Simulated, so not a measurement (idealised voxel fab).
Process module under the name voxel wiring stack
Shown is cross-section cut, with a width of 280 nm and square cells of size 5 nm.
Format of a cross-section: grid, square cells. Given as bands. Order: top down. Band: one or more rows of cells.
Basically the band line says how high the top is and how high the bottom is, in nm, and then what's in it from left to right, every material with its width in nm. Empty space shows up as "empty", and if a single material carries "everywhere" it runs the full band edge to edge.
Heads up on the height convention: 0 is the point under which the incoming wafer is all one material, and the lowest band has no bottom, it just keeps going down, like "0 and below".
The two numbers in a width such as "30..40" mark its ends across the band: the first belongs to the top row of cells, the second to the bottom row, and from each row to the next the width moves by the same amount.
No cell of the cross-section changed in a step that is given as "nothing changed".
In "Enclosed empty spaces" the enclosed voids are listed, meaning empty spaces of 8 cells or larger without any opening to the top. The form is width x height at distance, distance from the left edge, units nm.
after a step's settings: what the simulator itself notes on the step
Each step line may optionally specify "overlay nm", which for a step with a mask gives the rightward distance between the mask's planned place and where it lay, a negative value indicating the leftward direction.
# List of planned process steps
1. RECEIVE | material Si
2. CONFORMAL_DEP | material SiO2 | thk nm 10
3. CONFORMAL_DEP | material SiN | thk nm 5
4. DIRECTIONAL_DEP | material lowk | thk nm 15
5. PATTERN | tone open | mask id METAL_1 | material resist | width nm 20 | pitch nm 35 | thk nm 15 | overlay nm 0
6. DIRECTIONAL_ETCH | etch materials lowk | depth nm 15
7. DIRECTIONAL_ETCH | etch materials SiN | depth nm 5
8. STRIP | etch materials resist
9. CONFORMAL_DEP | material TiN | thk nm 5
10. FILL_DEP | material Ru | thk nm 5
11. CMP | height nm 30
12. CONFORMAL_DEP | material SiCN | thk nm 5
13. DIRECTIONAL_DEP | material lowk | thk nm 30
14. PATTERN | tone open | mask id METAL_2_HOLES | material resist | width nm 15 | pitch nm 35 | thk nm 20 | overlay nm 0
15. DIRECTIONAL_ETCH | etch materials lowk | depth nm 30
16. STRIP | etch materials resist
17. DIRECTIONAL_DEP | material aC | thk nm 10
18. PATTERN | tone open | mask id METAL_2 | material resist | width nm 20 | pitch nm 35 | thk nm 30 | overlay nm 0
19. DIRECTIONAL_ETCH | etch materials aC | depth nm 10
20. STRIP | etch materials resist
21. DIRECTIONAL_ETCH | etch materials lowk | depth nm 20
22. DIRECTIONAL_ETCH | etch materials SiCN | depth nm 5
23. STRIP | etch materials aC
24. CONFORMAL_DEP | material TiN | thk nm 5
25. FILL_DEP | material Cu | thk nm 10
26. CMP | height nm 65
27. CONFORMAL_DEP | material SiCN | thk nm 5
28. DIRECTIONAL_DEP | material SiO2 | thk nm 15
29. MASKED_ETCH | tone open | mask id PLUG_2 | width nm 15 | pitch nm 35 | etch materials SiO2 | depth nm 15 | overlay nm 0
30. MASKED_ETCH | tone open | mask id PLUG_2 | width nm 15 | pitch nm 35 | etch materials SiCN | depth nm 5 | overlay nm 0
31. CONFORMAL_DEP | material TiN | thk nm 5
32. FILL_DEP | material W | thk nm 5
33. CMP | height nm 85
34. CONFORMAL_DEP | material SiN | thk nm 5
35. DIRECTIONAL_DEP | material SiO2 | thk nm 15
36. MASKED_ETCH | tone open | mask id METAL_3 | width nm 20 | pitch nm 35 | etch materials SiO2 | depth nm 15 | overlay nm 0
37. MASKED_ETCH | tone open | mask id METAL_3 | width nm 20 | pitch nm 35 | etch materials SiN | depth nm 5 | overlay nm 0
38. CONFORMAL_DEP | material TiN | thk nm 5
39. FILL_DEP | material Ru | thk nm 10
40. CMP | height nm 105
41. CONFORMAL_DEP | material SiCN | thk nm 5
42. DIRECTIONAL_DEP | material lowk | thk nm 30
43. MASKED_ETCH | tone open | mask id METAL_4 | width nm 20 | pitch nm 35 | etch materials lowk | depth nm 15 | overlay nm 0
44. MASKED_ETCH | tone open | mask id METAL_4_HOLES | width nm 15 | pitch nm 70 | etch materials lowk | depth nm 15 | overlay nm 0
45. MASKED_ETCH | tone open | mask id METAL_4_HOLES | width nm 15 | pitch nm 70 | etch materials SiCN | depth nm 5 | overlay nm 0
46. CONFORMAL_DEP | material TiN | thk nm 5
47. FILL_DEP | material Ru | thk nm 5
48. CMP | height nm 140
49. CONFORMAL_DEP | material SiN | thk nm 5
# Incoming wafer, cross-sectional view, post step 1
* 0 and below  Si everywhere
* Enclosed empty spaces: none
# The plan above was carried out on the starting structure above with one mistake, and this cross-section shows the wafer at the end of the module
* 145 down to 140  SiN everywhere
* 140 down to 135  lowk=95 / TiN=5 / Ru=10 / TiN=5 / lowk=15 / TiN=5 / Ru=10 / TiN=5 / lowk=15 / TiN=5 / Ru=10 / TiN=5 / lowk=95
* 135 down to 130  lowk=95 / TiN=5 / Ru=5 / TiN=10 / lowk=15 / TiN=20 / lowk=15 / TiN=5 / Ru=5 / TiN=10 / lowk=95
* 130 down to 115  lowk=95 / TiN=5 / Ru=5 / TiN=5 / lowk=55 / TiN=5 / Ru=5 / TiN=5 / lowk=100
* 115 down to 110  SiCN=95 / TiN=15 / SiCN=55 / TiN=15 / SiCN=100
* 110 down to 105  TiN=100 / Ru=10 / TiN=25 / Ru=10 / TiN=25 / Ru=10 / TiN=100
* 105 down to 90  SiO2=95 / TiN=5 / Ru=10 / TiN=5 / SiO2=15 / TiN=5 / Ru=10 / TiN=5 / SiO2=15 / TiN=5 / Ru=10 / TiN=5 / SiO2=95
* 90 down to 85  SiN=95 / TiN=20 / SiN=15 / TiN=20 / SiN=15 / TiN=20 / SiN=95
* 85 down to 70  SiO2=95 / TiN=5 / W=5 / TiN=5 / SiO2=20 / TiN=5 / W=5 / TiN=5 / SiO2=20 / TiN=5 / W=5 / TiN=5 / SiO2=100
* 70 down to 65  SiCN=95 / TiN=15 / SiCN=20 / TiN=15 / SiCN=20 / TiN=15 / SiCN=100
* 65 down to 50  lowk=95 / TiN=5 / Cu=10 / TiN=5 / lowk=15 / TiN=5 / Cu=10 / TiN=5 / lowk=15 / TiN=5 / Cu=10 / TiN=5 / lowk=95
* 50 down to 45  lowk=95 / TiN=5 / Cu=5 / TiN=10 / lowk=15 / TiN=5 / Cu=5 / TiN=10 / lowk=15 / TiN=5 / Cu=5 / TiN=10 / lowk=95
* 45 down to 35  lowk=95 / TiN=5 / Cu=5 / TiN=5 / lowk=20 / TiN=5 / Cu=5 / TiN=5 / lowk=20 / TiN=5 / Cu=5 / TiN=5 / lowk=100
* 35 down to 30  SiCN=95 / TiN=15 / SiCN=20 / TiN=15 / SiCN=20 / TiN=15 / SiCN=100
* 30 down to 15  lowk=95 / TiN=5 / Ru=10 / TiN=5 / lowk=15 / TiN=5 / Ru=10 / TiN=5 / lowk=15 / TiN=5 / Ru=10 / TiN=5 / lowk=95
* 15 down to 10  SiN=95 / TiN=20 / SiN=15 / TiN=20 / SiN=15 / TiN=20 / SiN=95
* 10 down to 0  SiO2 everywhere
* 0 and below  Si everywhere
* Enclosed empty spaces: none
Plan not followed: off-plan run, step 40, actual operation and settings CMP | height nm 110
